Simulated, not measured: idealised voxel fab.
Process module heading - voxel self aligned vias
The width of the displayed cross-section, cut, is 285 nm; its cells are square, with a size of 5 nm.
In this document a cross-section is written as a grid of square cells. It is given as a series of bands, listed from the top down, and a band is one or more rows of cells.
What a band's entry tells you: where the top is and where the bottom is, as heights in nm, and after that what lies inside, material by material from left to right, each with its width in nm. Empty space is written as the word "air", and a single material marked with the word "throughout" occupies the band from edge to edge.
Heights are expressed relative to 0, this being the level below which the as-received wafer comprises one material exclusively. The lowest band is unbounded in the downward direction and is denoted as in "from 0 down".
Per-row width for "30 to 40": begins at first number (top row of band), ends at second number (bottom row), increment between rows held constant.
"remained the same" (step): cross-section cells unchanged, all of them.
"Closed-off voids": empty spaces of 8 cells or more with no open way to the top, each given as width x height at distance, distance from the left edge, all in nm.
Formally, on a step line, whatever follows the settings is a remark that the simulator itself makes on the step.
overlay nm: right-of-plan distance of the mask on a masked step; negative values mean left-of-plan.
SET OUT BELOW ARE THE PLANNED STEPS OF THE PROCESS
1. RECEIVE: material Si
2. CONFORMAL_DEP: material SiO2, thk nm 10
3. CONFORMAL_DEP: material SiCN, thk nm 5
4. DIRECTIONAL_DEP: material SiO2, thk nm 30
5. MASKED_ETCH: tone open, mask id LINES, width nm 25, pitch nm 60, etch materials SiO2, depth nm 30, overlay nm 0
6. CONFORMAL_DEP: material TiN, thk nm 5
7. FILL_DEP: material Ru, thk nm 5
8. CMP: height nm 45
9. SELECTIVE_ETCH: etch materials W Ru TiN, depth nm 10
10. FILL_DEP: material SiN, thk nm 5
11. CMP: height nm 45
12. DIRECTIONAL_DEP: material SiO2, thk nm 20
13. DIRECTIONAL_DEP: material aC, thk nm 10
14. PATTERN: tone open, mask id VIAS, material resist, width nm 45, pitch nm 60, thk nm 30, overlay nm 0
15. DIRECTIONAL_ETCH: etch materials aC, depth nm 10
16. STRIP: etch materials resist
17. DIRECTIONAL_ETCH: etch materials SiO2, depth nm 20
18. DIRECTIONAL_ETCH: etch materials SiN, depth nm 10
19. STRIP: etch materials aC
20. CONFORMAL_DEP: material TiN, thk nm 5
21. FILL_DEP: material Ru, thk nm 10
22. CMP: height nm 65
23. CONFORMAL_DEP: material SiCN, thk nm 5
RECEIVED-STATE CROSS-SECTION, REFLECTING COMPLETION OF STEP 1
	from 0 down: Si throughout
	Closed-off voids: none
CROSS-SECTIONAL VIEW OF THE FIRST OF THE TWO WAFERS UPON COMPLETION OF THE MODULE, PROCESSED IN ACCORDANCE WITH THE PLAN
	from 70 to 65: SiCN throughout
	from 65 to 50: SiO2 (90), then TiN (5), then Ru (35), then TiN (5), then SiO2 (15), then TiN (5), then Ru (35), then TiN (5), then SiO2 (90)
	from 50 to 40: SiO2 (90 to 100), then TiN (15 to 5), then Ru (15), then TiN (15 to 5), then SiO2 (15 to 35), then TiN (15 to 5), then Ru (15), then TiN (15 to 5), then SiO2 (90 to 100)
	from 40 to 35: SiO2 (100), then TiN (25), then SiO2 (35), then TiN (25), then SiO2 (100)
	from 35 to 20: SiO2 (100), then TiN (5), then Ru (15), then TiN (5), then SiO2 (35), then TiN (5), then Ru (15), then TiN (5), then SiO2 (100)
	from 20 to 15: SiO2 (100), then TiN (25), then SiO2 (35), then TiN (25), then SiO2 (100)
	from 15 to 10: SiCN throughout
	from 10 to 0: SiO2 throughout
	from 0 down: Si throughout
	Closed-off voids: none
SECOND WAFER AT THE END: LIKE START, LIKE PLAN, ONE MISTAKE
	from 70 to 65: SiCN throughout
	from 65 to 50: SiO2 (90), then TiN (5), then Ru (35), then TiN (5), then SiO2 (15), then TiN (5), then Ru (35), then TiN (5), then SiO2 (90)
	from 50 to 40: SiO2 (90 to 100), then TiN (15 to 5), then Ru (15), then TiN (15 to 5), then SiO2 (15 to 35), then TiN (15 to 5), then Ru (15), then TiN (15 to 5), then SiO2 (90 to 100)
	from 40 to 35: SiO2 (100), then TiN (25), then SiO2 (35), then TiN (25), then SiO2 (100)
	from 35 to 20: SiO2 (100), then TiN (5), then Ru (15), then TiN (5), then SiO2 (35), then TiN (5), then Ru (15), then TiN (5), then SiO2 (100)
	from 20 to 15: SiO2 (100), then TiN (25), then SiO2 (35), then TiN (25), then SiO2 (100)
	from 15 to 5: SiO2 throughout
	from 5 to 0: SiCN throughout
	from 0 down: Si throughout
	Closed-off voids: none
Finding, execution versus plan: steps 2 and 3 of the plan were run in the wrong order, each in the other's place
By the end, you'd get the same cell count for each material on either wafer, but the second wafer puts them somewhere else.
